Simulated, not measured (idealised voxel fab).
A process module follows: voxel transistor to metal.
The width of the displayed cross-section, cut, is 175 nm; its cells are square, with a size of 5 nm.
Cross-sections here: square-cell grids, written as top-down lists of bands, a band being one or more rows of cells.
Within each band entry, the heights of the top and of the bottom of the band appear first, in that order and in nm; the materials of the band then follow from left to right, each with its corresponding width in nm. The designation "edge to edge" on a single material indicates that it fills the band from edge to edge; the designation "blank" indicates empty space.
Counting heights begins at 0, where everything beneath is, in the wafer as received, one material. The lowest band has no bottom; it goes on downwards, as "0..down" shows.
The expression "30 to 40" gives the width at the extremes of the band, the first number at its top row of cells and the second at its bottom row, with the width changing by equal amounts from each row to the next in between.
The designation "no change occurred", where it is given for a processing step, indicates that no cell of the cross-section was altered in the course of that step.
Entry "Fully sealed cavities" = empty spaces >= 8 cells with no open way to the top; each as width x height at distance, distance from left edge, all nm.
Where a step's line continues beyond its settings, the continuation is a remark by the simulator itself on that step.
overlay nm: step with mask; distance mask lay right of planned place; negative value = left of planned place.
Note on reading: below, each pair holds a cross-section from before one process step and one from after it; the one from after shows only down to the lowest band that changed. Beneath the pair, the step in between is stated along with its settings. The pairs can stem from different runs of this module on the same starting wafer. Where a pair's entry headed "Pre-process cross-section" says so, and only there, that pair continues from the pair above it.
-- Pre-process cross-section
	85..55  lowk edge to edge
	55..50  SiCN edge to edge
	50..30  30 nm SiO2, then 20 nm Ru, then 75 nm SiO2, then 20 nm Ru, then 30 nm SiO2
	30..25  30 nm SiO2, then 20 nm TiN, then 75 nm SiO2, then 20 nm TiN, then 30 nm SiO2
	25..15  30 nm SiO2, then 5 nm TiN, then 10 nm Ru, then 5 nm TiN, then 75 nm SiO2, then 5 nm TiN, then 10 nm Ru, then 5 nm TiN, then 30 nm SiO2
	15..5  30 nm SiO2, then 5 nm TiN, then 10 nm Ru, then 5 nm TiN, then 10 nm SiO2, then 5 nm SiN, then 5 nm HfO2, then 5 nm TiN, then 25 nm W, then 5 nm TiN, then 5 nm HfO2, then 5 nm SiN, then 10 nm SiO2, then 5 nm TiN, then 10 nm Ru, then 5 nm TiN, then 30 nm SiO2
	5..0  20 nm SiO2, then 5 nm SiN, then 5 nm SiO2, then 10 nm TiN, then 5 nm Ru, then 5 nm TiN, then 10 nm SiO2, then 5 nm SiN, then 5 nm HfO2, then 5 nm TiN, then 25 nm W, then 5 nm TiN, then 5 nm HfO2, then 5 nm SiN, then 10 nm SiO2, then 5 nm TiN, then 5 nm Ru, then 10 nm TiN, then 5 nm SiO2, then 5 nm SiN, then 20 nm SiO2
	0..-5  20 nm SiO2, then 5 nm SiN, then 10 nm SiGe, then 15 nm TiN, then 10 nm SiGe, then 5 nm SiN, then 5 nm HfO2, then 35 nm TiN, then 5 nm HfO2, then 5 nm SiN, then 10 nm SiGe, then 15 nm TiN, then 10 nm SiGe, then 5 nm SiN, then 20 nm SiO2
	-5..-10  25 nm SiO2, then 35 nm SiGe, then 5 nm SiO2, then 45 nm HfO2, then 5 nm SiO2, then 35 nm SiGe, then 25 nm SiO2
	-10..-15  20 nm SiO2, then 5 nm Si, then 35 nm SiGe, then 55 nm Si, then 35 nm SiGe, then 5 nm Si, then 20 nm SiO2
	-15..-35  20 nm SiO2, then 135 nm Si, then 20 nm SiO2
	-35..down  Si edge to edge
	Fully sealed cavities: none
-- As Processed
	85..65  30 nm lowk, then 20 nm blank, then 75 nm lowk, then 20 nm blank, then 30 nm lowk
	Below 65, no change.
	Fully sealed cavities: none
As a process note, the step between the before and after cross-sections shown above is MASKED_ETCH | tone open | mask id METAL_2 | width nm 20 | pitch nm 95 | etch materials lowk | depth nm 20 | overlay nm 0
Pre-process cross-section: equal to the after panel directly above.
-- As Processed
	100..85  30 nm resist, then 15 nm blank, then 80 nm resist, then 15 nm blank, then 35 nm resist
	85..65  30 nm lowk, then 15 nm blank, then 5 nm resist, then 75 nm lowk, then 15 nm blank, then 5 nm resist, then 30 nm lowk
	Below 65, no change.
	Fully sealed cavities: none
As a process note, the step between the before and after cross-sections shown above is PATTERN | tone open | mask id METAL_2_HOLES | material resist | width nm 15 | pitch nm 95 | thk nm 15 | overlay nm 0
Pre-process cross-section: equal to the after panel directly above.
-- As Processed
	100..85  30 nm resist, then 15 nm blank, then 80 nm resist, then 15 nm blank, then 35 nm resist
	85..65  30 nm lowk, then 15 nm blank, then 5 nm resist, then 75 nm lowk, then 15 nm blank, then 5 nm resist, then 30 nm lowk
	65..55  30 nm lowk, then 15 nm blank, then 80 nm lowk, then 15 nm blank, then 35 nm lowk
	Below 55, no change.
	Fully sealed cavities: none
As a process note, the step between the before and after cross-sections shown above is DIRECTIONAL_ETCH | etch materials lowk | depth nm 10
Pre-process cross-section: equal to the after panel directly above.
-- As Processed
	100..85  30 nm resist, then 15 nm blank, then 80 nm resist, then 15 nm blank, then 35 nm resist
	85..65  30 nm lowk, then 15 nm blank, then 5 nm resist, then 75 nm lowk, then 15 nm blank, then 5 nm resist, then 30 nm lowk
	65..55  30 nm lowk, then 15 nm blank, then 80 nm lowk, then 15 nm blank, then 35 nm lowk
	55..50  30 nm SiCN, then 15 nm blank, then 80 nm SiCN, then 15 nm blank, then 35 nm SiCN
	Below 50, no change.
	Fully sealed cavities: none
As a process note, the step between the before and after cross-sections shown above is DIRECTIONAL_ETCH | etch materials SiCN | depth nm 5
Pre-process cross-section: equal to the after panel directly above.
-- As Processed
	85..65  30 nm lowk, then 20 nm blank, then 75 nm lowk, then 20 nm blank, then 30 nm lowk
	Below 65, no change.
	Fully sealed cavities: none
As a process note, the step between the before and after cross-sections shown above is STRIP | etch materials resist
Pre-process cross-section: equal to the after panel directly above.
-- As Processed
	90..85  35 nm TiN, then 10 nm blank, then 85 nm TiN, then 10 nm blank, then 35 nm TiN
	85..70  30 nm lowk, then 5 nm TiN, then 10 nm blank, then 5 nm TiN, then 75 nm lowk, then 5 nm TiN, then 10 nm blank, then 5 nm TiN, then 30 nm lowk
	70..65  30 nm lowk, then 5 nm TiN, then 5 nm blank, then 10 nm TiN, then 75 nm lowk, then 5 nm TiN, then 5 nm blank, then 10 nm TiN, then 30 nm lowk
	65..55  30 nm lowk, then 5 nm TiN, then 5 nm blank, then 5 nm TiN, then 80 nm lowk, then 5 nm TiN, then 5 nm blank, then 5 nm TiN, then 35 nm lowk
	55..50  30 nm SiCN, then 15 nm TiN, then 80 nm SiCN, then 15 nm TiN, then 35 nm SiCN
	Below 50, no change.
	Fully sealed cavities: none
As a process note, the step between the before and after cross-sections shown above is CONFORMAL_DEP | material TiN | thk nm 5
Pre-process cross-section: equal to the after panel directly above.
-- As Processed
	95..90  Cu edge to edge
	90..85  35 nm TiN, then 10 nm Cu, then 85 nm TiN, then 10 nm Cu, then 35 nm TiN
	85..70  30 nm lowk, then 5 nm TiN, then 10 nm Cu, then 5 nm TiN, then 75 nm lowk, then 5 nm TiN, then 10 nm Cu, then 5 nm TiN, then 30 nm lowk
	70..65  30 nm lowk, then 5 nm TiN, then 5 nm Cu, then 10 nm TiN, then 75 nm lowk, then 5 nm TiN, then 5 nm Cu, then 10 nm TiN, then 30 nm lowk
	65..55  30 nm lowk, then 5 nm TiN, then 5 nm Cu, then 5 nm TiN, then 80 nm lowk, then 5 nm TiN, then 5 nm Cu, then 5 nm TiN, then 35 nm lowk
	Below 55, no change.
	Fully sealed cavities: none
As a process note, the step between the before and after cross-sections shown above is FILL_DEP | material Cu | thk nm 5
Pre-process cross-section: equal to the after panel directly above.
-- As Processed
	85..70  30 nm lowk, then 5 nm TiN, then 10 nm Cu, then 5 nm TiN, then 75 nm lowk, then 5 nm TiN, then 10 nm Cu, then 5 nm TiN, then 30 nm lowk
	Below 70, no change.
	Fully sealed cavities: none
As a process note, the step between the before and after cross-sections shown above is CMP | height nm 85
Pre-process cross-section: equal to the after panel directly above.
-- As Processed
	90..85  SiN edge to edge
	Below 85, no change.
	Fully sealed cavities: none
As a process note, the step between the before and after cross-sections shown above is CONFORMAL_DEP | material SiN | thk nm 5
-- Pre-process cross-section
	85..65  30 nm lowk, then 20 nm blank, then 75 nm lowk, then 20 nm blank, then 30 nm lowk
	65..55  lowk edge to edge
	55..50  SiCN edge to edge
	50..30  30 nm SiO2, then 20 nm Ru, then 75 nm SiO2, then 20 nm Ru, then 30 nm SiO2
	30..25  30 nm SiO2, then 20 nm TiN, then 75 nm SiO2, then 20 nm TiN, then 30 nm SiO2
	25..15  30 nm SiO2, then 5 nm TiN, then 10 nm Ru, then 5 nm TiN, then 75 nm SiO2, then 5 nm TiN, then 10 nm Ru, then 5 nm TiN, then 30 nm SiO2
	15..5  30 nm SiO2, then 5 nm TiN, then 10 nm Ru, then 5 nm TiN, then 10 nm SiO2, then 5 nm SiN, then 5 nm HfO2, then 5 nm TiN, then 25 nm W, then 5 nm TiN, then 5 nm HfO2, then 5 nm SiN, then 10 nm SiO2, then 5 nm TiN, then 10 nm Ru, then 5 nm TiN, then 30 nm SiO2
	5..0  20 nm SiO2, then 5 nm SiN, then 5 nm SiO2, then 10 nm TiN, then 5 nm Ru, then 5 nm TiN, then 10 nm SiO2, then 5 nm SiN, then 5 nm HfO2, then 5 nm TiN, then 25 nm W, then 5 nm TiN, then 5 nm HfO2, then 5 nm SiN, then 10 nm SiO2, then 5 nm TiN, then 5 nm Ru, then 10 nm TiN, then 5 nm SiO2, then 5 nm SiN, then 20 nm SiO2
	0..-5  20 nm SiO2, then 5 nm SiN, then 10 nm SiGe, then 15 nm TiN, then 10 nm SiGe, then 5 nm SiN, then 5 nm HfO2, then 35 nm TiN, then 5 nm HfO2, then 5 nm SiN, then 10 nm SiGe, then 15 nm TiN, then 10 nm SiGe, then 5 nm SiN, then 20 nm SiO2
	-5..-10  25 nm SiO2, then 35 nm SiGe, then 5 nm SiO2, then 45 nm HfO2, then 5 nm SiO2, then 35 nm SiGe, then 25 nm SiO2
	-10..-15  20 nm SiO2, then 5 nm Si, then 35 nm SiGe, then 55 nm Si, then 35 nm SiGe, then 5 nm Si, then 20 nm SiO2
	-15..-35  20 nm SiO2, then 135 nm Si, then 20 nm SiO2
	-35..down  Si edge to edge
	Fully sealed cavities: none
-- As Processed
	75..55  30 nm lowk, then 20 nm blank, then 75 nm lowk, then 20 nm blank, then 30 nm lowk
	Below 55, no change.
	Fully sealed cavities: none
As a process note, the step between the before and after cross-sections shown above is DIRECTIONAL_ETCH | etch materials lowk | depth nm 10
Pre-process cross-section: equal to the after panel directly above.
-- As Processed
	75..55  30 nm lowk, then 20 nm blank, then 75 nm lowk, then 20 nm blank, then 30 nm lowk
	55..50  30 nm SiCN, then 20 nm blank, then 75 nm SiCN, then 20 nm blank, then 30 nm SiCN
	Below 50, no change.
	Fully sealed cavities: none
As a process note, the step between the before and after cross-sections shown above is DIRECTIONAL_ETCH | etch materials SiCN | depth nm 5
Pre-process cross-section: equal to the after panel directly above.
-- As Processed
	80..75  35 nm TiN, then 10 nm blank, then 85 nm TiN, then 10 nm blank, then 35 nm TiN
	75..55  30 nm lowk, then 5 nm TiN, then 10 nm blank, then 5 nm TiN, then 75 nm lowk, then 5 nm TiN, then 10 nm blank, then 5 nm TiN, then 30 nm lowk
	55..50  30 nm SiCN, then 20 nm TiN, then 75 nm SiCN, then 20 nm TiN, then 30 nm SiCN
	Below 50, no change.
	Fully sealed cavities: none
As a process note, the step between the before and after cross-sections shown above is CONFORMAL_DEP | material TiN | thk nm 5
Pre-process cross-section: equal to the after panel directly above.
-- As Processed
	85..80  Cu edge to edge
	80..75  35 nm TiN, then 10 nm Cu, then 85 nm TiN, then 10 nm Cu, then 35 nm TiN
	75..55  30 nm lowk, then 5 nm TiN, then 10 nm Cu, then 5 nm TiN, then 75 nm lowk, then 5 nm TiN, then 10 nm Cu, then 5 nm TiN, then 30 nm lowk
	Below 55, no change.
	Fully sealed cavities: none
As a process note, the step between the before and after cross-sections shown above is FILL_DEP | material Cu | thk nm 5
Pre-process cross-section: equal to the after panel directly above.
-- As Processed
	90..85  SiN edge to edge
	Below 85, no change.
	Fully sealed cavities: none
As a process note, the step between the before and after cross-sections shown above is CONFORMAL_DEP | material SiN | thk nm 5
-- Pre-process cross-section
	15..0  20 nm blank, then 135 nm SiN, then 20 nm blank
	0..-5  20 nm blank, then 135 nm SiO2, then 20 nm blank
	-5..-35  20 nm blank, then 135 nm Si, then 20 nm blank
	-35..down  Si edge to edge
	Fully sealed cavities: none
-- As Processed
	15..0  20 nm blank, then 135 nm SiN, then 20 nm blank
	0..-5  20 nm blank, then 135 nm SiO2, then 20 nm blank
	-5..-65  20 nm blank, then 135 nm Si, then 20 nm blank
	Below -65, no change.
	Fully sealed cavities: none
As a process note, the step between the before and after cross-sections shown above is MASKED_ETCH | tone cover | mask id ACTIVE | width nm 135 | etch materials Si | depth nm 30 | overlay nm 0
Pre-process cross-section: equal to the after panel directly above.
-- As Processed
	25..15  SiO2 edge to edge
	15..0  20 nm SiO2, then 135 nm SiN, then 20 nm SiO2
	0..-5  SiO2 edge to edge
	-5..-65  20 nm SiO2, then 135 nm Si, then 20 nm SiO2
	Below -65, no change.
	Fully sealed cavities: none
As a process note, the step between the before and after cross-sections shown above is FILL_DEP | material SiO2 | thk nm 10
Pre-process cross-section: equal to the after panel directly above.
-- As Processed
	15..0  20 nm SiO2, then 135 nm SiN, then 20 nm SiO2
	Below 0, no change.
	Fully sealed cavities: none
As a process note, the step between the before and after cross-sections shown above is CMP | height nm 15
Pre-process cross-section: equal to the after panel directly above.
-- As Processed
	15..10  20 nm blank, then 135 nm SiN, then 20 nm blank
	Below 10, no change.
	Fully sealed cavities: none
As a process note, the step between the before and after cross-sections shown above is SELECTIVE_ETCH | etch materials SiO2 | depth nm 5
Pre-process cross-section: equal to the after panel directly above.
-- As Processed
	10..0  20 nm SiO2, then 135 nm blank, then 20 nm SiO2
	Below 0, no change.
	Fully sealed cavities: none
As a process note, the step between the before and after cross-sections shown above is STRIP | etch materials SiN
Pre-process cross-section: equal to the after panel directly above.
-- As Processed
	5..-5  15 nm SiO2, then 145 nm blank, then 15 nm SiO2
	Below -5, no change.
	Fully sealed cavities: none
As a process note, the step between the before and after cross-sections shown above is SELECTIVE_ETCH | etch materials SiO2 | depth nm 5
Pre-process cross-section: equal to the after panel directly above.
-- As Processed
	5..-5  15 nm SiO2, then 145 nm blank, then 15 nm SiO2
	-5..-10  SiO2 edge to edge
	Below -10, no change.
	Fully sealed cavities: none
As a process note, the step between the before and after cross-sections shown above is OXIDIZE | depth nm 5
Pre-process cross-section: equal to the after panel directly above.
-- As Processed
	30..20  15 nm polySi, then 145 nm blank, then 15 nm polySi
	20..5  polySi edge to edge
	5..-5  15 nm SiO2, then 145 nm polySi, then 15 nm SiO2
	Below -5, no change.
	Fully sealed cavities: none
As a process note, the step between the before and after cross-sections shown above is DIRECTIONAL_DEP | material polySi | thk nm 25
Pre-process cross-section: equal to the after panel directly above.
-- As Processed
	45..35  15 nm SiCN, then 145 nm blank, then 15 nm SiCN
	35..30  SiCN edge to edge
	30..20  15 nm polySi, then 145 nm SiCN, then 15 nm polySi
	Below 20, no change.
	Fully sealed cavities: none
As a process note, the step between the before and after cross-sections shown above is DIRECTIONAL_DEP | material SiCN | thk nm 15
Pre-process cross-section: equal to the after panel directly above.
-- As Processed
	65..45  70 nm blank, then 35 nm resist, then 70 nm blank
	45..35  15 nm SiCN, then 55 nm blank, then 35 nm resist, then 55 nm blank, then 15 nm SiCN
	Below 35, no change.
	Fully sealed cavities: none
As a process note, the step between the before and after cross-sections shown above is PATTERN | tone cover | mask id GATE | material resist | width nm 35 | thk nm 20 | overlay nm 0
Pre-process cross-section: equal to the after panel directly above.
-- As Processed
	65..35  70 nm blank, then 35 nm resist, then 70 nm blank
	35..30  70 nm blank, then 35 nm SiCN, then 70 nm blank
	30..20  15 nm polySi, then 55 nm blank, then 35 nm SiCN, then 55 nm blank, then 15 nm polySi
	Below 20, no change.
	Fully sealed cavities: none
As a process note, the step between the before and after cross-sections shown above is DIRECTIONAL_ETCH | etch materials SiCN | depth nm 25
Pre-process cross-section: equal to the after panel directly above.
-- As Processed
	65..35  70 nm blank, then 35 nm resist, then 70 nm blank
	35..20  70 nm blank, then 35 nm SiCN, then 70 nm blank
	20..5  70 nm blank, then 35 nm polySi, then 70 nm blank
	5..-5  15 nm SiO2, then 55 nm blank, then 35 nm polySi, then 55 nm blank, then 15 nm SiO2
	Below -5, no change.
	Fully sealed cavities: none
As a process note, the step between the before and after cross-sections shown above is DIRECTIONAL_ETCH | etch materials polySi | depth nm 35
Pre-process cross-section: equal to the after panel directly above.
-- As Processed
	35..20  70 nm blank, then 35 nm SiCN, then 70 nm blank
	Below 20, no change.
	Fully sealed cavities: none
As a process note, the step between the before and after cross-sections shown above is STRIP | etch materials resist
Pre-process cross-section: equal to the after panel directly above.
-- As Processed
	40..35  65 nm blank, then 45 nm SiO2, then 65 nm blank
	35..20  65 nm blank, then 5 nm SiO2, then 35 nm SiCN, then 5 nm SiO2, then 65 nm blank
	20..10  65 nm blank, then 5 nm SiO2, then 35 nm polySi, then 5 nm SiO2, then 65 nm blank
	10..0  20 nm SiO2, then 45 nm blank, then 5 nm SiO2, then 35 nm polySi, then 5 nm SiO2, then 45 nm blank, then 20 nm SiO2
	0..-5  70 nm SiO2, then 35 nm polySi, then 70 nm SiO2
	Below -5, no change.
	Fully sealed cavities: none
As a process note, the step between the before and after cross-sections shown above is CONFORMAL_DEP | material SiO2 | thk nm 5
Pre-process cross-section: equal to the after panel directly above.
-- As Processed
	35..20  65 nm blank, then 5 nm SiO2, then 35 nm SiCN, then 5 nm SiO2, then 65 nm blank
	20..5  65 nm blank, then 5 nm SiO2, then 35 nm polySi, then 5 nm SiO2, then 65 nm blank
	5..-5  20 nm SiO2, then 45 nm blank, then 5 nm SiO2, then 35 nm polySi, then 5 nm SiO2, then 45 nm blank, then 20 nm SiO2
	Below -5, no change.
	Fully sealed cavities: none
As a process note, the step between the before and after cross-sections shown above is DIRECTIONAL_ETCH | etch materials SiO2 | depth nm 5
Pre-process cross-section: equal to the after panel directly above.
-- As Processed
	40..35  60 nm blank, then 55 nm SiN, then 60 nm blank
	35..20  60 nm blank, then 5 nm SiN, then 5 nm SiO2, then 35 nm SiCN, then 5 nm SiO2, then 5 nm SiN, then 60 nm blank
	20..10  60 nm blank, then 5 nm SiN, then 5 nm SiO2, then 35 nm polySi, then 5 nm SiO2, then 5 nm SiN, then 60 nm blank
	10..5  25 nm SiN, then 35 nm blank, then 5 nm SiN, then 5 nm SiO2, then 35 nm polySi, then 5 nm SiO2, then 5 nm SiN, then 35 nm blank, then 25 nm SiN
	5..0  20 nm SiO2, then 5 nm SiN, then 35 nm blank, then 5 nm SiN, then 5 nm SiO2, then 35 nm polySi, then 5 nm SiO2, then 5 nm SiN, then 35 nm blank, then 5 nm SiN, then 20 nm SiO2
	0..-5  20 nm SiO2, then 45 nm SiN, then 5 nm SiO2, then 35 nm polySi, then 5 nm SiO2, then 45 nm SiN, then 20 nm SiO2
	Below -5, no change.
	Fully sealed cavities: none
As a process note, the step between the before and after cross-sections shown above is CONFORMAL_DEP | material SiN | thk nm 5
Pre-process cross-section: equal to the after panel directly above.
-- As Processed
	35..20  60 nm blank, then 5 nm SiN, then 5 nm SiO2, then 35 nm SiCN, then 5 nm SiO2, then 5 nm SiN, then 60 nm blank
	20..5  60 nm blank, then 5 nm SiN, then 5 nm SiO2, then 35 nm polySi, then 5 nm SiO2, then 5 nm SiN, then 60 nm blank
	5..-5  20 nm SiO2, then 5 nm SiN, then 35 nm blank, then 5 nm SiN, then 5 nm SiO2, then 35 nm polySi, then 5 nm SiO2, then 5 nm SiN, then 35 nm blank, then 5 nm SiN, then 20 nm SiO2
	Below -5, no change.
	Fully sealed cavities: none
As a process note, the step between the before and after cross-sections shown above is DIRECTIONAL_ETCH | etch materials SiN | depth nm 5
Pre-process cross-section: equal to the after panel directly above.
-- As Processed
	35..30  60 nm blank, then 5 nm SiN, then 5 nm blank, then 35 nm SiCN, then 5 nm blank, then 5 nm SiN, then 60 nm blank
	30..20  60 nm blank, then 5 nm SiN, then 5 nm SiO2, then 35 nm SiCN, then 5 nm SiO2, then 5 nm SiN, then 60 nm blank
	20..5  60 nm blank, then 5 nm SiN, then 5 nm SiO2, then 35 nm polySi, then 5 nm SiO2, then 5 nm SiN, then 60 nm blank
	5..0  20 nm blank, then 5 nm SiN, then 35 nm blank, then 5 nm SiN, then 5 nm SiO2, then 35 nm polySi, then 5 nm SiO2, then 5 nm SiN, then 35 nm blank, then 5 nm SiN, then 20 nm blank
	0..-5  20 nm SiO2, then 5 nm SiN, then 35 nm blank, then 5 nm SiN, then 5 nm SiO2, then 35 nm polySi, then 5 nm SiO2, then 5 nm SiN, then 35 nm blank, then 5 nm SiN, then 20 nm SiO2
	-5..-10  25 nm SiO2, then 35 nm blank, then 55 nm SiO2, then 35 nm blank, then 25 nm SiO2
	Below -10, no change.
	Fully sealed cavities: none
As a process note, the step between the before and after cross-sections shown above is DIRECTIONAL_ETCH | etch materials SiO2 | depth nm 5
Pre-process cross-section: equal to the after panel directly above.
-- As Processed
	35..30  60 nm blank, then 5 nm SiN, then 5 nm blank, then 35 nm SiCN, then 5 nm blank, then 5 nm SiN, then 60 nm blank
	30..20  60 nm blank, then 5 nm SiN, then 5 nm SiO2, then 35 nm SiCN, then 5 nm SiO2, then 5 nm SiN, then 60 nm blank
	20..5  60 nm blank, then 5 nm SiN, then 5 nm SiO2, then 35 nm polySi, then 5 nm SiO2, then 5 nm SiN, then 60 nm blank
	5..0  20 nm blank, then 5 nm SiN, then 35 nm blank, then 5 nm SiN, then 5 nm SiO2, then 35 nm polySi, then 5 nm SiO2, then 5 nm SiN, then 35 nm blank, then 5 nm SiN, then 20 nm blank
	0..-5  20 nm SiO2, then 5 nm SiN, then 35 nm blank, then 5 nm SiN, then 5 nm SiO2, then 35 nm polySi, then 5 nm SiO2, then 5 nm SiN, then 35 nm blank, then 5 nm SiN, then 20 nm SiO2
	-5..-10  25 nm SiO2, then 35 nm blank, then 55 nm SiO2, then 35 nm blank, then 25 nm SiO2
	-10..-15  20 nm SiO2, then 5 nm Si, then 35 nm blank, then 55 nm Si, then 35 nm blank, then 5 nm Si, then 20 nm SiO2
	Below -15, no change.
	Fully sealed cavities: none
As a process note, the step between the before and after cross-sections shown above is DIRECTIONAL_ETCH | etch materials Si | depth nm 5
Pre-process cross-section: equal to the after panel directly above.
-- As Processed
	35..30  60 nm blank, then 5 nm SiN, then 5 nm blank, then 35 nm SiCN, then 5 nm blank, then 5 nm SiN, then 60 nm blank
	30..20  60 nm blank, then 5 nm SiN, then 5 nm SiO2, then 35 nm SiCN, then 5 nm SiO2, then 5 nm SiN, then 60 nm blank
	20..5  60 nm blank, then 5 nm SiN, then 5 nm SiO2, then 35 nm polySi, then 5 nm SiO2, then 5 nm SiN, then 60 nm blank
	5..0  20 nm blank, then 5 nm SiN, then 35 nm blank, then 5 nm SiN, then 5 nm SiO2, then 35 nm polySi, then 5 nm SiO2, then 5 nm SiN, then 35 nm blank, then 5 nm SiN, then 20 nm blank
	0..-5  20 nm SiO2, then 5 nm SiN, then 10 nm SiGe, then 15 nm blank, then 10 nm SiGe, then 5 nm SiN, then 5 nm SiO2, then 35 nm polySi, then 5 nm SiO2, then 5 nm SiN, then 10 nm SiGe, then 15 nm blank, then 10 nm SiGe, then 5 nm SiN, then 20 nm SiO2
	-5..-10  25 nm SiO2, then 35 nm SiGe, then 55 nm SiO2, then 35 nm SiGe, then 25 nm SiO2
	-10..-15  20 nm SiO2, then 5 nm Si, then 35 nm SiGe, then 55 nm Si, then 35 nm SiGe, then 5 nm Si, then 20 nm SiO2
	Below -15, no change.
	Fully sealed cavities: none
As a process note, the step between the before and after cross-sections shown above is EPI | material SiGe | thk nm 10
Pre-process cross-section: equal to the after panel directly above.
-- As Processed
	45..35  SiO2 edge to edge
	35..20  60 nm SiO2, then 5 nm SiN, then 5 nm SiO2, then 35 nm SiCN, then 5 nm SiO2, then 5 nm SiN, then 60 nm SiO2
	20..5  60 nm SiO2, then 5 nm SiN, then 5 nm SiO2, then 35 nm polySi, then 5 nm SiO2, then 5 nm SiN, then 60 nm SiO2
	5..0  20 nm SiO2, then 5 nm SiN, then 35 nm SiO2, then 5 nm SiN, then 5 nm SiO2, then 35 nm polySi, then 5 nm SiO2, then 5 nm SiN, then 35 nm SiO2, then 5 nm SiN, then 20 nm SiO2
	0..-5  20 nm SiO2, then 5 nm SiN, then 10 nm SiGe, then 15 nm SiO2, then 10 nm SiGe, then 5 nm SiN, then 5 nm SiO2, then 35 nm polySi, then 5 nm SiO2, then 5 nm SiN, then 10 nm SiGe, then 15 nm SiO2, then 10 nm SiGe, then 5 nm SiN, then 20 nm SiO2
	Below -5, no change.
	Fully sealed cavities: none
As a process note, the step between the before and after cross-sections shown above is FILL_DEP | material SiO2 | thk nm 10
Pre-process cross-section: equal to the after panel directly above.
-- As Processed
	20..5  60 nm SiO2, then 5 nm SiN, then 5 nm SiO2, then 35 nm polySi, then 5 nm SiO2, then 5 nm SiN, then 60 nm SiO2
	Below 5, no change.
	Fully sealed cavities: none
As a process note, the step between the before and after cross-sections shown above is CMP | height nm 20
Pre-process cross-section: equal to the after panel directly above.
-- As Processed
	20..5  60 nm SiO2, then 5 nm SiN, then 5 nm SiO2, then 35 nm blank, then 5 nm SiO2, then 5 nm SiN, then 60 nm SiO2
	5..0  20 nm SiO2, then 5 nm SiN, then 35 nm SiO2, then 5 nm SiN, then 5 nm SiO2, then 35 nm blank, then 5 nm SiO2, then 5 nm SiN, then 35 nm SiO2, then 5 nm SiN, then 20 nm SiO2
	0..-5  20 nm SiO2, then 5 nm SiN, then 10 nm SiGe, then 15 nm SiO2, then 10 nm SiGe, then 5 nm SiN, then 5 nm SiO2, then 35 nm blank, then 5 nm SiO2, then 5 nm SiN, then 10 nm SiGe, then 15 nm SiO2, then 10 nm SiGe, then 5 nm SiN, then 20 nm SiO2
	Below -5, no change.
	Fully sealed cavities: none
As a process note, the step between the before and after cross-sections shown above is STRIP | etch materials polySi
Pre-process cross-section: equal to the after panel directly above.
-- As Processed
	20..15  60 nm blank, then 5 nm SiN, then 45 nm blank, then 5 nm SiN, then 60 nm blank
	15..5  60 nm SiO2, then 5 nm SiN, then 45 nm blank, then 5 nm SiN, then 60 nm SiO2
	5..0  20 nm SiO2, then 5 nm SiN, then 35 nm SiO2, then 5 nm SiN, then 45 nm blank, then 5 nm SiN, then 35 nm SiO2, then 5 nm SiN, then 20 nm SiO2
	0..-5  20 nm SiO2, then 5 nm SiN, then 10 nm SiGe, then 15 nm SiO2, then 10 nm SiGe, then 5 nm SiN, then 45 nm blank, then 5 nm SiN, then 10 nm SiGe, then 15 nm SiO2, then 10 nm SiGe, then 5 nm SiN, then 20 nm SiO2
	-5..-10  25 nm SiO2, then 35 nm SiGe, then 5 nm SiO2, then 45 nm blank, then 5 nm SiO2, then 35 nm SiGe, then 25 nm SiO2
	Below -10, no change.
	Fully sealed cavities: none
As a process note, the step between the before and after cross-sections shown above is SELECTIVE_ETCH | etch materials SiO2 | depth nm 5
Pre-process cross-section: equal to the after panel directly above.
-- As Processed
	25..20  55 nm blank, then 15 nm HfO2, then 35 nm blank, then 15 nm HfO2, then 55 nm blank
	20..15  60 nm HfO2, then 5 nm SiN, then 5 nm HfO2, then 35 nm blank, then 5 nm HfO2, then 5 nm SiN, then 60 nm HfO2
	15..5  60 nm SiO2, then 5 nm SiN, then 5 nm HfO2, then 35 nm blank, then 5 nm HfO2, then 5 nm SiN, then 60 nm SiO2
	5..0  20 nm SiO2, then 5 nm SiN, then 35 nm SiO2, then 5 nm SiN, then 5 nm HfO2, then 35 nm blank, then 5 nm HfO2, then 5 nm SiN, then 35 nm SiO2, then 5 nm SiN, then 20 nm SiO2
	0..-5  20 nm SiO2, then 5 nm SiN, then 10 nm SiGe, then 15 nm SiO2, then 10 nm SiGe, then 5 nm SiN, then 5 nm HfO2, then 35 nm blank, then 5 nm HfO2, then 5 nm SiN, then 10 nm SiGe, then 15 nm SiO2, then 10 nm SiGe, then 5 nm SiN, then 20 nm SiO2
	-5..-10  25 nm SiO2, then 35 nm SiGe, then 5 nm SiO2, then 45 nm HfO2, then 5 nm SiO2, then 35 nm SiGe, then 25 nm SiO2
	Below -10, no change.
	Fully sealed cavities: none
As a process note, the step between the before and after cross-sections shown above is CONFORMAL_DEP | material HfO2 | thk nm 5
Pre-process cross-section: equal to the after panel directly above.
-- As Processed
	30..25  50 nm blank, then 25 nm TiN, then 25 nm blank, then 25 nm TiN, then 50 nm blank
	25..20  55 nm TiN, then 15 nm HfO2, then 5 nm TiN, then 25 nm blank, then 5 nm TiN, then 15 nm HfO2, then 55 nm TiN
	20..15  60 nm HfO2, then 5 nm SiN, then 5 nm HfO2, then 5 nm TiN, then 25 nm blank, then 5 nm TiN, then 5 nm HfO2, then 5 nm SiN, then 60 nm HfO2
	15..5  60 nm SiO2, then 5 nm SiN, then 5 nm HfO2, then 5 nm TiN, then 25 nm blank, then 5 nm TiN, then 5 nm HfO2, then 5 nm SiN, then 60 nm SiO2
	5..0  20 nm SiO2, then 5 nm SiN, then 35 nm SiO2, then 5 nm SiN, then 5 nm HfO2, then 5 nm TiN, then 25 nm blank, then 5 nm TiN, then 5 nm HfO2, then 5 nm SiN, then 35 nm SiO2, then 5 nm SiN, then 20 nm SiO2
	0..-5  20 nm SiO2, then 5 nm SiN, then 10 nm SiGe, then 15 nm SiO2, then 10 nm SiGe, then 5 nm SiN, then 5 nm HfO2, then 35 nm TiN, then 5 nm HfO2, then 5 nm SiN, then 10 nm SiGe, then 15 nm SiO2, then 10 nm SiGe, then 5 nm SiN, then 20 nm SiO2
	Below -5, no change.
	Fully sealed cavities: none
As a process note, the step between the before and after cross-sections shown above is CONFORMAL_DEP | material TiN | thk nm 5
